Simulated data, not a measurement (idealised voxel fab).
process module | voxel transistor to metal
cross-section cut | 165 nm wide | cells 5 nm
A cross-section is a grid of square cells, given in bands from the top down. A band is one or more rows of cells.
Each band's line starts with the height of the band's top and of its bottom, in nm. Then come its materials from left to right, each with its width in nm. One material with "throughout" fills the band from edge to edge. "air" is empty space.
Height 0 is the level under which the wafer as received is all one material. The lowest band goes on downwards, as in "0 down".
A width such as "30 to 40" changes by the same amount from each row of cells to the next, from the band's top row to its bottom row.
"no change" after a step means that no cell of the cross-section changed.
closed voids: empty space of 8 cells or more with no open way to the top, each as width x height at its distance from the left edge, in nm
after a step's settings: what the simulator itself notes on the step
overlay nm, on a step with a mask: how far to the right of its planned place the mask lay; to the left if negative
Each pair below shows a cross-section before one step and the cross-section after it, down to the lowest band that changed. The line under each pair gives the step between them, with its settings. The pairs can come from different runs of this module on the same starting wafer, so a pair continues from the pair above only where its "before" says so.
before
  30 to 25: SiCN 25 | air 115 | SiCN 25
  25 to 20: SiCN throughout
  20 to 15: polySi 25 | SiCN 115 | polySi 25
  15 to 0: polySi throughout
  0 to -5: SiO2 25 | polySi 115 | SiO2 25
  -5 to -10: SiO2 throughout
  -10 to -40: SiO2 30 | Si 105 | SiO2 30
  -40 down: Si throughout
  closed voids: none
after
  50 to 30: air 70 | resist 30 | air 65
  30 to 25: SiCN 25 | air 45 | resist 30 | air 40 | SiCN 25
  below 25: unchanged
  closed voids: none
the step between: op PATTERN | tone cover | mask id GATE | material resist | width nm 30 | thk nm 20 | overlay nm 0
before: the cross-section after the pair above
after
  50 to 25: air 70 | resist 30 | air 65
  25 to 20: air 70 | SiCN 30 | air 65
  20 to 15: polySi 25 | air 45 | SiCN 30 | air 40 | polySi 25
  below 15: unchanged
  closed voids: none
the step between: op DIRECTIONAL_ETCH | etch materials SiCN | depth nm 20
before: the cross-section after the pair above
after
  50 to 25: air 70 | resist 30 | air 65
  25 to 15: air 70 | SiCN 30 | air 65
  15 to 0: air 70 | polySi 30 | air 65
  0 to -5: SiO2 25 | air 45 | polySi 30 | air 40 | SiO2 25
  below -5: unchanged
  closed voids: none
the step between: op DIRECTIONAL_ETCH | etch materials polySi | depth nm 30
before: the cross-section after the pair above
after
  25 to 15: air 70 | SiCN 30 | air 65
  below 15: unchanged
  closed voids: none
the step between: op STRIP | etch materials resist
before: the cross-section after the pair above
after
  35 to 25: air 60 | SiN 50 | air 55
  25 to 15: air 60 | SiN 10 | SiCN 30 | SiN 10 | air 55
  15 to 10: air 60 | SiN 10 | polySi 30 | SiN 10 | air 55
  10 to 5: SiN 35 | air 25 | SiN 10 | polySi 30 | SiN 10 | air 20 | SiN 35
  5 to 0: SiN 70 | polySi 30 | SiN 65
  0 to -5: SiO2 25 | SiN 45 | polySi 30 | SiN 40 | SiO2 25
  below -5: unchanged
  closed voids: none
the step between: op CONFORMAL_DEP | material SiN | thk nm 10
before: the cross-section after the pair above
after
  25 to 15: air 60 | SiN 10 | SiCN 30 | SiN 10 | air 55
  15 to 0: air 60 | SiN 10 | polySi 30 | SiN 10 | air 55
  0 to -5: SiO2 25 | SiN 10 | air 25 | SiN 10 | polySi 30 | SiN 10 | air 20 | SiN 10 | SiO2 25
  below -5: unchanged
  closed voids: none
the step between: op DIRECTIONAL_ETCH | etch materials SiN | depth nm 10
before: the cross-section after the pair above
after
  25 to 15: air 60 | SiN 10 | SiCN 30 | SiN 10 | air 55
  15 to 0: air 60 | SiN 10 | polySi 30 | SiN 10 | air 55
  0 to -5: air 25 | SiN 10 | air 25 | SiN 10 | polySi 30 | SiN 10 | air 20 | SiN 10 | air 25
  -5 to -10: SiO2 35 | air 25 | SiO2 50 | air 20 | SiO2 35
  below -10: unchanged
  closed voids: none
the step between: op DIRECTIONAL_ETCH | etch materials SiO2 | depth nm 5
before: the cross-section after the pair above
after
  25 to 15: air 60 | SiN 10 | SiCN 30 | SiN 10 | air 55
  15 to 0: air 60 | SiN 10 | polySi 30 | SiN 10 | air 55
  0 to -5: air 25 | SiN 10 | air 25 | SiN 10 | polySi 30 | SiN 10 | air 20 | SiN 10 | air 25
  -5 to -10: SiO2 35 | air 25 | SiO2 50 | air 20 | SiO2 35
  -10 to -15: SiO2 30 | Si 5 | air 25 | Si 50 | air 20 | Si 5 | SiO2 30
  below -15: unchanged
  closed voids: none
the step between: op DIRECTIONAL_ETCH | etch materials Si | depth nm 5
before: the cross-section after the pair above
after
  25 to 15: air 60 | SiN 10 | SiCN 30 | SiN 10 | air 55
  15 to 0: air 60 | SiN 10 | polySi 30 | SiN 10 | air 55
  0 to -5: air 25 | SiN 10 | nSi 10 | air 5 | nSi 10 | SiN 10 | polySi 30 | SiN 10 | nSi 20 | SiN 10 | air 25
  -5 to -10: SiO2 35 | nSi 25 | SiO2 50 | nSi 20 | SiO2 35
  -10 to -15: SiO2 30 | Si 5 | nSi 25 | Si 50 | nSi 20 | Si 5 | SiO2 30
  below -15: unchanged
  closed voids: none
the step between: op EPI | material nSi | thk nm 10
before: the cross-section after the pair above
after
  30 to 25: SiO2 throughout
  25 to 15: SiO2 60 | SiN 10 | SiCN 30 | SiN 10 | SiO2 55
  15 to 0: SiO2 60 | SiN 10 | polySi 30 | SiN 10 | SiO2 55
  0 to -5: SiO2 25 | SiN 10 | nSi 10 | SiO2 5 | nSi 10 | SiN 10 | polySi 30 | SiN 10 | nSi 20 | SiN 10 | SiO2 25
  below -5: unchanged
  closed voids: none
the step between: op FILL_DEP | material SiO2 | thk nm 5
before: the cross-section after the pair above
after
  25 to 15: SiO2 60 | SiN 10 | SiCN 30 | SiN 10 | SiO2 55
  below 15: unchanged
  closed voids: none
the step between: op CMP | height nm 25
before: the cross-section after the pair above
after
  40 to 25: SiO2 throughout
  below 25: unchanged
  closed voids: none
the step between: op DIRECTIONAL_DEP | material SiO2 | thk nm 15
before: the cross-section after the pair above
after
  40 to 25: SiO2 35 | air 30 | SiO2 35 | air 30 | SiO2 35
  25 to 15: SiO2 35 | air 25 | SiN 10 | SiCN 30 | SiN 10 | air 20 | SiO2 35
  15 to 0: SiO2 35 | air 25 | SiN 10 | polySi 30 | SiN 10 | air 20 | SiO2 35
  0 to -5: SiO2 25 | SiN 10 | nSi 10 | air 5 | nSi 10 | SiN 10 | polySi 30 | SiN 10 | nSi 20 | SiN 10 | SiO2 25
  below -5: unchanged
  closed voids: none
the step between: op MASKED_ETCH | tone open | mask id CONTACT | width nm 30 | pitch nm 65 | etch materials SiO2 | depth nm 45 | overlay nm 0
before: the cross-section after the pair above
after
  45 to 40: TiN 40 | air 20 | TiN 45 | air 20 | TiN 40
  40 to 30: SiO2 35 | TiN 5 | air 20 | TiN 5 | SiO2 35 | TiN 5 | air 20 | TiN 5 | SiO2 35
  30 to 25: SiO2 35 | TiN 5 | air 15 | TiN 10 | SiO2 35 | TiN 15 | air 10 | TiN 5 | SiO2 35
  25 to 15: SiO2 35 | TiN 5 | air 15 | TiN 5 | SiN 10 | SiCN 30 | SiN 10 | TiN 5 | air 10 | TiN 5 | SiO2 35
  15 to 5: SiO2 35 | TiN 5 | air 15 | TiN 5 | SiN 10 | polySi 30 | SiN 10 | TiN 5 | air 10 | TiN 5 | SiO2 35
  5 to 0: SiO2 35 | TiN 25 | SiN 10 | polySi 30 | SiN 10 | TiN 20 | SiO2 35
  0 to -5: SiO2 25 | SiN 10 | nSi 10 | TiN 5 | nSi 10 | SiN 10 | polySi 30 | SiN 10 | nSi 20 | SiN 10 | SiO2 25
  below -5: unchanged
  closed voids: none
the step between: op CONFORMAL_DEP | material TiN | thk nm 5
before: the cross-section after the pair above
after
  50 to 45: Ru throughout
  45 to 40: TiN 40 | Ru 20 | TiN 45 | Ru 20 | TiN 40
  40 to 30: SiO2 35 | TiN 5 | Ru 20 | TiN 5 | SiO2 35 | TiN 5 | Ru 20 | TiN 5 | SiO2 35
  30 to 25: SiO2 35 | TiN 5 | Ru 15 | TiN 10 | SiO2 35 | TiN 15 | Ru 10 | TiN 5 | SiO2 35
  25 to 15: SiO2 35 | TiN 5 | Ru 15 | TiN 5 | SiN 10 | SiCN 30 | SiN 10 | TiN 5 | Ru 10 | TiN 5 | SiO2 35
  15 to 5: SiO2 35 | TiN 5 | Ru 15 | TiN 5 | SiN 10 | polySi 30 | SiN 10 | TiN 5 | Ru 10 | TiN 5 | SiO2 35
  below 5: unchanged
  closed voids: none
the step between: op FILL_DEP | material Ru | thk nm 5
before: the cross-section after the pair above
after
  40 to 30: SiO2 35 | TiN 5 | Ru 20 | TiN 5 | SiO2 35 | TiN 5 | Ru 20 | TiN 5 | SiO2 35
  below 30: unchanged
  closed voids: none
the step between: op CMP | height nm 40
before: the cross-section after the pair above
after
  45 to 40: TiN throughout
  below 40: unchanged
  closed voids: none
the step between: op DIRECTIONAL_DEP | material TiN | thk nm 5
before: the cross-section after the pair above
after
  60 to 45: W throughout
  below 45: unchanged
  closed voids: none
the step between: op DIRECTIONAL_DEP | material W | thk nm 15
before: the cross-section after the pair above
after
  75 to 60: aC throughout
  below 60: unchanged
  closed voids: none
the step between: op DIRECTIONAL_DEP | material aC | thk nm 15
before: the cross-section after the pair above
after
  105 to 75: air 35 | resist 20 | air 55 | resist 20 | air 35
  below 75: unchanged
  closed voids: none
the step between: op PATTERN | tone cover | mask id METAL_1 | material resist | width nm 20 | pitch nm 75 | thk nm 30 | overlay nm 0
before: the cross-section after the pair above
after
  90 to 75: air 35 | resist 20 | air 55 | resist 20 | air 35
  75 to 60: air 35 | aC 20 | air 55 | aC 20 | air 35
  below 60: unchanged
  closed voids: none
the step between: op DIRECTIONAL_ETCH | etch materials aC | depth nm 15
before: the cross-section after the pair above
after
  75 to 60: air 35 | aC 20 | air 55 | aC 20 | air 35
  below 60: unchanged
  closed voids: none
the step between: op STRIP | etch materials resist
before: the cross-section after the pair above
after
  75 to 60: air 35 | aC 20 | air 55 | aC 20 | air 35
  60 to 45: air 35 | W 20 | air 55 | W 20 | air 35
  below 45: unchanged
  closed voids: none
the step between: op DIRECTIONAL_ETCH | etch materials W | depth nm 15
before: the cross-section after the pair above
after
  75 to 60: air 35 | aC 20 | air 55 | aC 20 | air 35
  60 to 45: air 35 | W 20 | air 55 | W 20 | air 35
  45 to 40: air 35 | TiN 20 | air 55 | TiN 20 | air 35
  below 40: unchanged
  closed voids: none
the step between: op DIRECTIONAL_ETCH | etch materials TiN | depth nm 5
before: the cross-section after the pair above
after
  60 to 45: air 35 | W 20 | air 55 | W 20 | air 35
  below 45: unchanged
  closed voids: none
the step between: op STRIP | etch materials aC
before: the cross-section after the pair above
after
  65 to 60: lowk throughout
  60 to 45: lowk 35 | W 20 | lowk 55 | W 20 | lowk 35
  45 to 40: lowk 35 | TiN 20 | lowk 55 | TiN 20 | lowk 35
  below 40: unchanged
  closed voids: none
the step between: op FILL_DEP | material lowk | thk nm 5
before: the cross-section after the pair above
after
  60 to 45: lowk 35 | W 20 | lowk 55 | W 20 | lowk 35
  below 45: unchanged
  closed voids: none
the step between: op CMP | height nm 60
before: the cross-section after the pair above
after
  65 to 60: SiCN throughout
  below 60: unchanged
  closed voids: none
the step between: op CONFORMAL_DEP | material SiCN | thk nm 5
before: the cross-section after the pair above
after
  95 to 65: SiO2 throughout
  below 65: unchanged
  closed voids: none
the step between: op DIRECTIONAL_DEP | material SiO2 | thk nm 30
before: the cross-section after the pair above
after
  95 to 80: SiO2 35 | air 20 | SiO2 55 | air 20 | SiO2 35
  below 80: unchanged
  closed voids: none
the step between: op MASKED_ETCH | tone open | mask id METAL_2 | width nm 20 | pitch nm 75 | etch materials SiO2 | depth nm 15 | overlay nm 0
before: the cross-section after the pair above
after
  95 to 80: SiO2 35 | air 20 | SiO2 55 | air 20 | SiO2 35
  80 to 65: SiO2 35 | air 15 | SiO2 60 | air 15 | SiO2 40
  below 65: unchanged
  closed voids: none
the step between: op MASKED_ETCH | tone open | mask id METAL_2_HOLES | width nm 15 | pitch nm 75 | etch materials SiO2 | depth nm 15 | overlay nm 0
before: the cross-section after the pair above
after
  95 to 80: SiO2 35 | air 20 | SiO2 55 | air 20 | SiO2 35
  80 to 65: SiO2 35 | air 15 | SiO2 60 | air 15 | SiO2 40
  65 to 60: SiCN 35 | air 15 | SiCN 60 | air 15 | SiCN 40
  below 60: unchanged
  closed voids: none
the step between: op MASKED_ETCH | tone open | mask id METAL_2_HOLES | width nm 15 | pitch nm 75 | etch materials SiCN | depth nm 5 | overlay nm 0
before: the cross-section after the pair above
after
  100 to 95: TiN 40 | air 10 | TiN 65 | air 10 | TiN 40
  95 to 85: SiO2 35 | TiN 5 | air 10 | TiN 5 | SiO2 55 | TiN 5 | air 10 | TiN 5 | SiO2 35
  85 to 80: SiO2 35 | TiN 5 | air 5 | TiN 10 | SiO2 55 | TiN 5 | air 5 | TiN 10 | SiO2 35
  80 to 65: SiO2 35 | TiN 5 | air 5 | TiN 5 | SiO2 60 | TiN 5 | air 5 | TiN 5 | SiO2 40
  65 to 60: SiCN 35 | TiN 15 | SiCN 60 | TiN 15 | SiCN 40
  below 60: unchanged
  closed voids: none
the step between: op CONFORMAL_DEP | material TiN | thk nm 5
before: the cross-section after the pair above
after
  105 to 100: Cu throughout
  100 to 95: TiN 40 | Cu 10 | TiN 65 | Cu 10 | TiN 40
  95 to 85: SiO2 35 | TiN 5 | Cu 10 | TiN 5 | SiO2 55 | TiN 5 | Cu 10 | TiN 5 | SiO2 35
  85 to 80: SiO2 35 | TiN 5 | Cu 5 | TiN 10 | SiO2 55 | TiN 5 | Cu 5 | TiN 10 | SiO2 35
  80 to 65: SiO2 35 | TiN 5 | Cu 5 | TiN 5 | SiO2 60 | TiN 5 | Cu 5 | TiN 5 | SiO2 40
  below 65: unchanged
  closed voids: none
the step between: op FILL_DEP | material Cu | thk nm 5
before: the cross-section after the pair above
after
  95 to 85: SiO2 35 | TiN 5 | Cu 10 | TiN 5 | SiO2 55 | TiN 5 | Cu 10 | TiN 5 | SiO2 35
  below 85: unchanged
  closed voids: none
the step between: op CMP | height nm 95
before: the cross-section after the pair above
after
  100 to 95: SiN throughout
  below 95: unchanged
  closed voids: none
the step between: op CONFORMAL_DEP | material SiN | thk nm 5
before
  10 to 0: SiN throughout
  0 to -5: SiO2 throughout
  -5 down: Si throughout
  closed voids: none
after
  10 to 0: air 25 | SiN 105 | air 35
  below 0: unchanged
  closed voids: none
the step between: op MASKED_ETCH | tone cover | mask id ACTIVE | width nm 105 | etch materials SiN | depth nm 10 | overlay nm -5
before: the cross-section after the pair above
after
  10 to 0: air 25 | SiN 105 | air 35
  0 to -5: air 25 | SiO2 110 | air 30
  below -5: unchanged
  closed voids: none
the step between: op MASKED_ETCH | tone cover | mask id ACTIVE | width nm 105 | etch materials SiO2 | depth nm 5 | overlay nm 0
before: the cross-section after the pair above
after
  10 to 0: air 25 | SiN 105 | air 35
  0 to -5: air 25 | SiO2 110 | air 30
  -5 to -40: air 25 | Si 110 | air 30
  below -40: unchanged
  closed voids: none
the step between: op MASKED_ETCH | tone cover | mask id ACTIVE | width nm 105 | etch materials Si | depth nm 35 | overlay nm 0
before: the cross-section after the pair above
after
  20 to 10: SiO2 throughout
  10 to 0: SiO2 25 | SiN 105 | SiO2 35
  0 to -5: SiO2 throughout
  -5 to -40: SiO2 25 | Si 110 | SiO2 30
  below -40: unchanged
  closed voids: none
the step between: op FILL_DEP | material SiO2 | thk nm 10
before: the cross-section after the pair above
after
  10 to 0: SiO2 25 | SiN 105 | SiO2 35
  below 0: unchanged
  closed voids: none
the step between: op CMP | height nm 10
before: the cross-section after the pair above
after
  10 to 5: air 25 | SiN 105 | air 35
  below 5: unchanged
  closed voids: none
the step between: op SELECTIVE_ETCH | etch materials SiO2 | depth nm 5
before: the cross-section after the pair above
after
  5 to 0: SiO2 25 | air 105 | SiO2 35
  below 0: unchanged
  closed voids: none
the step between: op STRIP | etch materials SiN
before: the cross-section after the pair above
after
  0 to -5: SiO2 20 | air 115 | SiO2 30
  below -5: unchanged
  closed voids: none
the step between: op SELECTIVE_ETCH | etch materials SiO2 | depth nm 5
before: the cross-section after the pair above
after
  0 to -5: SiO2 20 | air 115 | SiO2 30
  -5 to -10: SiO2 throughout
  below -10: unchanged
  closed voids: none
the step between: op OXIDIZE | depth nm 5
before: the cross-section after the pair above
after
  20 to 15: polySi 20 | air 115 | polySi 30
  15 to 0: polySi throughout
  0 to -5: SiO2 20 | polySi 115 | SiO2 30
  below -5: unchanged
  closed voids: none
the step between: op DIRECTIONAL_DEP | material polySi | thk nm 20
before: the cross-section after the pair above
after
  30 to 25: SiCN 20 | air 115 | SiCN 30
  25 to 20: SiCN throughout
  20 to 15: polySi 20 | SiCN 115 | polySi 30
  below 15: unchanged
  closed voids: none
the step between: op DIRECTIONAL_DEP | material SiCN | thk nm 10
before: the cross-section after the pair above
after
  50 to 30: air 70 | resist 25 | air 70
  30 to 25: SiCN 20 | air 50 | resist 25 | air 40 | SiCN 30
  below 25: unchanged
  closed voids: none
the step between: op PATTERN | tone cover | mask id GATE | material resist | width nm 25 | thk nm 20 | overlay nm 0
before: the cross-section after the pair above
after
  50 to 25: air 70 | resist 25 | air 70
  25 to 20: air 70 | SiCN 25 | air 70
  20 to 15: polySi 20 | air 50 | SiCN 25 | air 40 | polySi 30
  below 15: unchanged
  closed voids: none
the step between: op DIRECTIONAL_ETCH | etch materials SiCN | depth nm 20
before: the cross-section after the pair above
after
  50 to 25: air 70 | resist 25 | air 70
  25 to 15: air 70 | SiCN 25 | air 70
  15 to 0: air 70 | polySi 25 | air 70
  0 to -5: SiO2 20 | air 50 | polySi 25 | air 40 | SiO2 30
  below -5: unchanged
  closed voids: none
the step between: op DIRECTIONAL_ETCH | etch materials polySi | depth nm 30
before: the cross-section after the pair above
after
  25 to 15: air 70 | SiCN 25 | air 70
  below 15: unchanged
  closed voids: none
the step between: op STRIP | etch materials resist
before: the cross-section after the pair above
after
  35 to 25: air 60 | SiN 45 | air 60
  25 to 15: air 60 | SiN 10 | SiCN 25 | SiN 10 | air 60
  15 to 10: air 60 | SiN 10 | polySi 25 | SiN 10 | air 60
  10 to 5: SiN 30 | air 30 | SiN 10 | polySi 25 | SiN 10 | air 20 | SiN 40
  5 to 0: SiN 70 | polySi 25 | SiN 70
  0 to -5: SiO2 20 | SiN 50 | polySi 25 | SiN 40 | SiO2 30
  below -5: unchanged
  closed voids: none
the step between: op CONFORMAL_DEP | material SiN | thk nm 10
before: the cross-section after the pair above
after
  25 to 15: air 60 | SiN 10 | SiCN 25 | SiN 10 | air 60
  15 to 0: air 60 | SiN 10 | polySi 25 | SiN 10 | air 60
  0 to -5: SiO2 20 | SiN 10 | air 30 | SiN 10 | polySi 25 | SiN 10 | air 20 | SiN 10 | SiO2 30
  below -5: unchanged
  closed voids: none
the step between: op DIRECTIONAL_ETCH | etch materials SiN | depth nm 10
before: the cross-section after the pair above
after
  25 to 15: air 60 | SiN 10 | SiCN 25 | SiN 10 | air 60
  15 to 0: air 60 | SiN 10 | polySi 25 | SiN 10 | air 60
  0 to -5: air 20 | SiN 10 | air 30 | SiN 10 | polySi 25 | SiN 10 | air 20 | SiN 10 | air 30
  -5 to -10: SiO2 30 | air 30 | SiO2 45 | air 20 | SiO2 40
  below -10: unchanged
  closed voids: none
the step between: op DIRECTIONAL_ETCH | etch materials SiO2 | depth nm 5
before: the cross-section after the pair above
after
  25 to 15: air 60 | SiN 10 | SiCN 25 | SiN 10 | air 60
  15 to 0: air 60 | SiN 10 | polySi 25 | SiN 10 | air 60
  0 to -5: air 20 | SiN 10 | air 30 | SiN 10 | polySi 25 | SiN 10 | air 20 | SiN 10 | air 30
  -5 to -10: SiO2 30 | air 30 | SiO2 45 | air 20 | SiO2 40
  -10 to -15: SiO2 25 | Si 5 | air 30 | Si 45 | air 20 | Si 10 | SiO2 30
  below -15: unchanged
  closed voids: none
the step between: op DIRECTIONAL_ETCH | etch materials Si | depth nm 5
before: the cross-section after the pair above
after
  25 to 15: air 60 | SiN 10 | SiCN 25 | SiN 10 | air 60
  15 to 0: air 60 | SiN 10 | polySi 25 | SiN 10 | air 60
  0 to -5: air 20 | SiN 10 | nSi 10 | air 10 | nSi 10 | SiN 10 | polySi 25 | SiN 10 | nSi 20 | SiN 10 | air 30
  -5 to -10: SiO2 30 | nSi 30 | SiO2 45 | nSi 20 | SiO2 40
  -10 to -15: SiO2 25 | Si 5 | nSi 30 | Si 45 | nSi 20 | Si 10 | SiO2 30
  below -15: unchanged
  closed voids: none
the step between: op EPI | material nSi | thk nm 10
before: the cross-section after the pair above
after
  30 to 25: SiO2 throughout
  25 to 15: SiO2 60 | SiN 10 | SiCN 25 | SiN 10 | SiO2 60
  15 to 0: SiO2 60 | SiN 10 | polySi 25 | SiN 10 | SiO2 60
  0 to -5: SiO2 20 | SiN 10 | nSi 10 | SiO2 10 | nSi 10 | SiN 10 | polySi 25 | SiN 10 | nSi 20 | SiN 10 | SiO2 30
  below -5: unchanged
  closed voids: none
the step between: op FILL_DEP | material SiO2 | thk nm 5
before: the cross-section after the pair above
after
  25 to 15: SiO2 60 | SiN 10 | SiCN 25 | SiN 10 | SiO2 60
  below 15: unchanged
  closed voids: none
the step between: op CMP | height nm 25
before: the cross-section after the pair above
after
  40 to 25: SiO2 throughout
  below 25: unchanged
  closed voids: none
the step between: op DIRECTIONAL_DEP | material SiO2 | thk nm 15
before: the cross-section after the pair above
after
  40 to 25: SiO2 35 | air 30 | SiO2 35 | air 30 | SiO2 35
  25 to 15: SiO2 35 | air 25 | SiN 10 | SiCN 25 | SiN 10 | air 25 | SiO2 35
  15 to 0: SiO2 35 | air 25 | SiN 10 | polySi 25 | SiN 10 | air 25 | SiO2 35
  0 to -5: SiO2 20 | SiN 10 | nSi 10 | air 10 | nSi 10 | SiN 10 | polySi 25 | SiN 10 | nSi 20 | SiN 10 | SiO2 30
  below -5: unchanged
  closed voids: none
the step between: op MASKED_ETCH | tone open | mask id CONTACT | width nm 30 | pitch nm 65 | etch materials SiO2 | depth nm 45 | overlay nm 0
before: the cross-section after the pair above
after
  45 to 40: TiN 40 | air 20 | TiN 45 | air 20 | TiN 40
  40 to 30: SiO2 35 | TiN 5 | air 20 | TiN 5 | SiO2 35 | TiN 5 | air 20 | TiN 5 | SiO2 35
  30 to 25: SiO2 35 | TiN 5 | air 15 | TiN 10 | SiO2 35 | TiN 10 | air 15 | TiN 5 | SiO2 35
  25 to 15: SiO2 35 | TiN 5 | air 15 | TiN 5 | SiN 10 | SiCN 25 | SiN 10 | TiN 5 | air 15 | TiN 5 | SiO2 35
  15 to 5: SiO2 35 | TiN 5 | air 15 | TiN 5 | SiN 10 | polySi 25 | SiN 10 | TiN 5 | air 15 | TiN 5 | SiO2 35
  5 to 0: SiO2 35 | TiN 25 | SiN 10 | polySi 25 | SiN 10 | TiN 25 | SiO2 35
  0 to -5: SiO2 20 | SiN 10 | nSi 10 | TiN 10 | nSi 10 | SiN 10 | polySi 25 | SiN 10 | nSi 20 | SiN 10 | SiO2 30
  below -5: unchanged
  closed voids: none
the step between: op CONFORMAL_DEP | material TiN | thk nm 5
before: the cross-section after the pair above
after
  50 to 45: Ru throughout
  45 to 40: TiN 40 | Ru 20 | TiN 45 | Ru 20 | TiN 40
  40 to 30: SiO2 35 | TiN 5 | Ru 20 | TiN 5 | SiO2 35 | TiN 5 | Ru 20 | TiN 5 | SiO2 35
  30 to 25: SiO2 35 | TiN 5 | Ru 15 | TiN 10 | SiO2 35 | TiN 10 | Ru 15 | TiN 5 | SiO2 35
  25 to 15: SiO2 35 | TiN 5 | Ru 15 | TiN 5 | SiN 10 | SiCN 25 | SiN 10 | TiN 5 | Ru 15 | TiN 5 | SiO2 35
  15 to 5: SiO2 35 | TiN 5 | Ru 15 | TiN 5 | SiN 10 | polySi 25 | SiN 10 | TiN 5 | Ru 15 | TiN 5 | SiO2 35
  below 5: unchanged
  closed voids: none
the step between: op FILL_DEP | material Ru | thk nm 5
before: the cross-section after the pair above
after
  40 to 30: SiO2 35 | TiN 5 | Ru 20 | TiN 5 | SiO2 35 | TiN 5 | Ru 20 | TiN 5 | SiO2 35
  below 30: unchanged
  closed voids: none
the step between: op CMP | height nm 40
before: the cross-section after the pair above
after
  45 to 40: TiN throughout
  below 40: unchanged
  closed voids: none
the step between: op DIRECTIONAL_DEP | material TiN | thk nm 5
before: the cross-section after the pair above
after
  60 to 45: W throughout
  below 45: unchanged
  closed voids: none
the step between: op DIRECTIONAL_DEP | material W | thk nm 15
before: the cross-section after the pair above
after
  75 to 60: aC throughout
  below 60: unchanged
  closed voids: none
the step between: op DIRECTIONAL_DEP | material aC | thk nm 15
before: the cross-section after the pair above
after
  105 to 75: air 35 | resist 20 | air 55 | resist 20 | air 35
  below 75: unchanged
  closed voids: none
the step between: op PATTERN | tone cover | mask id METAL_1 | material resist | width nm 20 | pitch nm 75 | thk nm 30 | overlay nm 0
before: the cross-section after the pair above
after
  90 to 75: air 35 | resist 20 | air 55 | resist 20 | air 35
  75 to 60: air 35 | aC 20 | air 55 | aC 20 | air 35
  below 60: unchanged
  closed voids: none
the step between: op DIRECTIONAL_ETCH | etch materials aC | depth nm 15
before: the cross-section after the pair above
after
  75 to 60: air 35 | aC 20 | air 55 | aC 20 | air 35
  below 60: unchanged
  closed voids: none
the step between: op STRIP | etch materials resist
before: the cross-section after the pair above
after
  75 to 60: air 35 | aC 20 | air 55 | aC 20 | air 35
  60 to 45: air 35 | W 20 | air 55 | W 20 | air 35
  below 45: unchanged
  closed voids: none
the step between: op DIRECTIONAL_ETCH | etch materials W | depth nm 15
before: the cross-section after the pair above
after
  75 to 60: air 35 | aC 20 | air 55 | aC 20 | air 35
  60 to 45: air 35 | W 20 | air 55 | W 20 | air 35
  45 to 40: air 35 | TiN 20 | air 55 | TiN 20 | air 35
  below 40: unchanged
  closed voids: none
the step between: op DIRECTIONAL_ETCH | etch materials TiN | depth nm 5
before: the cross-section after the pair above
after
  60 to 45: air 35 | W 20 | air 55 | W 20 | air 35
  below 45: unchanged
  closed voids: none
the step between: op STRIP | etch materials aC
before: the cross-section after the pair above
after
  65 to 60: lowk throughout
  60 to 45: lowk 35 | W 20 | lowk 55 | W 20 | lowk 35
  45 to 40: lowk 35 | TiN 20 | lowk 55 | TiN 20 | lowk 35
  below 40: unchanged
  closed voids: none
the step between: op FILL_DEP | material lowk | thk nm 5
before: the cross-section after the pair above
after
  60 to 45: lowk 35 | W 20 | lowk 55 | W 20 | lowk 35
  below 45: unchanged
  closed voids: none
the step between: op CMP | height nm 60
before: the cross-section after the pair above
after
  65 to 60: SiCN throughout
  below 60: unchanged
  closed voids: none
the step between: op CONFORMAL_DEP | material SiCN | thk nm 5
before: the cross-section after the pair above
after
  95 to 65: SiO2 throughout
  below 65: unchanged
  closed voids: none
the step between: op DIRECTIONAL_DEP | material SiO2 | thk nm 30
before: the cross-section after the pair above
after
  95 to 80: SiO2 35 | air 20 | SiO2 55 | air 20 | SiO2 35
  below 80: unchanged
  closed voids: none
the step between: op MASKED_ETCH | tone open | mask id METAL_2 | width nm 20 | pitch nm 75 | etch materials SiO2 | depth nm 15 | overlay nm 0
before: the cross-section after the pair above
after
  95 to 80: SiO2 35 | air 20 | SiO2 55 | air 20 | SiO2 35
  80 to 65: SiO2 35 | air 15 | SiO2 60 | air 15 | SiO2 40
  below 65: unchanged
  closed voids: none
the step between: op MASKED_ETCH | tone open | mask id METAL_2_HOLES | width nm 15 | pitch nm 75 | etch materials SiO2 | depth nm 15 | overlay nm 0
before: the cross-section after the pair above
after
  95 to 80: SiO2 35 | air 20 | SiO2 55 | air 20 | SiO2 35
  80 to 65: SiO2 35 | air 15 | SiO2 60 | air 15 | SiO2 40
  65 to 60: SiCN 35 | air 15 | SiCN 60 | air 15 | SiCN 40
  below 60: unchanged
  closed voids: none
the step between: op MASKED_ETCH | tone open | mask id METAL_2_HOLES | width nm 15 | pitch nm 75 | etch materials SiCN | depth nm 5 | overlay nm 0
before: the cross-section after the pair above
after
  100 to 95: TiN 40 | air 10 | TiN 65 | air 10 | TiN 40
  95 to 85: SiO2 35 | TiN 5 | air 10 | TiN 5 | SiO2 55 | TiN 5 | air 10 | TiN 5 | SiO2 35
  85 to 80: SiO2 35 | TiN 5 | air 5 | TiN 10 | SiO2 55 | TiN 5 | air 5 | TiN 10 | SiO2 35
  80 to 65: SiO2 35 | TiN 5 | air 5 | TiN 5 | SiO2 60 | TiN 5 | air 5 | TiN 5 | SiO2 40
  65 to 60: SiCN 35 | TiN 15 | SiCN 60 | TiN 15 | SiCN 40
  below 60: unchanged
  closed voids: none
the step between: op CONFORMAL_DEP | material TiN | thk nm 5
before: the cross-section after the pair above
after
  105 to 100: Cu throughout
  100 to 95: TiN 40 | Cu 10 | TiN 65 | Cu 10 | TiN 40
  95 to 85: SiO2 35 | TiN 5 | Cu 10 | TiN 5 | SiO2 55 | TiN 5 | Cu 10 | TiN 5 | SiO2 35
  85 to 80: SiO2 35 | TiN 5 | Cu 5 | TiN 10 | SiO2 55 | TiN 5 | Cu 5 | TiN 10 | SiO2 35
  80 to 65: SiO2 35 | TiN 5 | Cu 5 | TiN 5 | SiO2 60 | TiN 5 | Cu 5 | TiN 5 | SiO2 40
  below 65: unchanged
  closed voids: none
the step between: op FILL_DEP | material Cu | thk nm 5
before: the cross-section after the pair above
after
  95 to 85: SiO2 35 | TiN 5 | Cu 10 | TiN 5 | SiO2 55 | TiN 5 | Cu 10 | TiN 5 | SiO2 35
  below 85: unchanged
  closed voids: none
the step between: op CMP | height nm 95
before: the cross-section after the pair above
after
  100 to 95: SiN throughout
  below 95: unchanged
  closed voids: none
the step between: op CONFORMAL_DEP | material SiN | thk nm 5
